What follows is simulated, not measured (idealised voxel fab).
The document below concerns the process module designated voxel lift off.
Square cell edge 5 nm, section width 140 nm, ID cut.
The cross-sections in this document take the form of a grid made of square cells. They are written out as bands, in order from top to bottom. Each band consists of one or more rows of cells. The band entry comprises the height of the band's top followed by the height of its bottom, expressed in nm, and subsequently the band's materials from left to right, each stated together with its width in nm. Where a single material is marked with the word "edge to edge", that material fills the band from edge to edge. The word "air" represents empty space. Heights are measured from 0, the level below which the as-received wafer is all one material; the lowest band has no bottom and continues downward, written as in "0 and below". Width: "30 to 40" (first number = top row, second number = bottom row, same change from row to row of cells). Any step labelled "left unchanged" changed none of the cells in the cross-section. "Fully closed voids" specifies each empty space that is not open to the top and that occupies no fewer than 8 cells, using the form width x height at distance, the distance measured from the left edge and all three quantities in nm. What comes after the settings on a step's line is commentary from the simulator itself on that step. Among the settings permitted on a step's line is "overlay nm"; applied to a step with a mask, it specifies the extent to which the mask lay to the right of its planned position, whereas a negative figure signifies a position to the left.

Process steps foreseen in the plan
1 RECEIVE [material Si]
2 CONFORMAL_DEP [material Al2O3] [thk nm 5]
3 PATTERN [tone open] [mask id LINES] [material resist] [width nm 20] [pitch nm 45] [thk nm 20] [overlay nm 0]
4 DIRECTIONAL_DEP [material Ru] [thk nm 5]
5 STRIP [etch materials resist]
6 CONFORMAL_DEP [material SiCN] [thk nm 5]
The wafers are alike at the start. At step 6, their thk nm differs. The plan lists the first wafer's value.

The first of several wafers, as received after step 1, seen in section
> 0 and below = Si edge to edge
> Fully closed voids: none

Here is the cross-section of the first of several wafers at the end of the module, after its last step, step 6
> 15 down to 10 = 10 air, 30 SiCN, 15 air, 30 SiCN, 15 air, 30 SiCN, 10 air
> 10 down to 5 = 15 SiCN, 20 Ru, 25 SiCN, 20 Ru, 25 SiCN, 20 Ru, 15 SiCN
> 5 down to 0 = Al2O3 edge to edge
> 0 and below = Si edge to edge
> Fully closed voids: none

Last wafer x-sec, end of module
> 30 down to 10 = SiCN edge to edge
> 10 down to 5 = 15 SiCN, 20 Ru, 25 SiCN, 20 Ru, 25 SiCN, 20 Ru, 15 SiCN
> 5 down to 0 = Al2O3 edge to edge
> 0 and below = Si edge to edge
> Fully closed voids: none

Tabulated below, wafer by wafer, are the end-of-module results: for each material, the number of cells gained (+) or lost (-) relative to the as-received state, followed by the closed voids
thk nm 5; +28 Al2O3; +12 Ru; +34 SiCN; Fully closed voids: none
thk nm 10; +28 Al2O3; +12 Ru; +68 SiCN; Fully closed voids: none
thk nm 15; +28 Al2O3; +12 Ru; +100 SiCN; Fully closed voids: none
thk nm 20; +28 Al2O3; +12 Ru; +128 SiCN; Fully closed voids: none
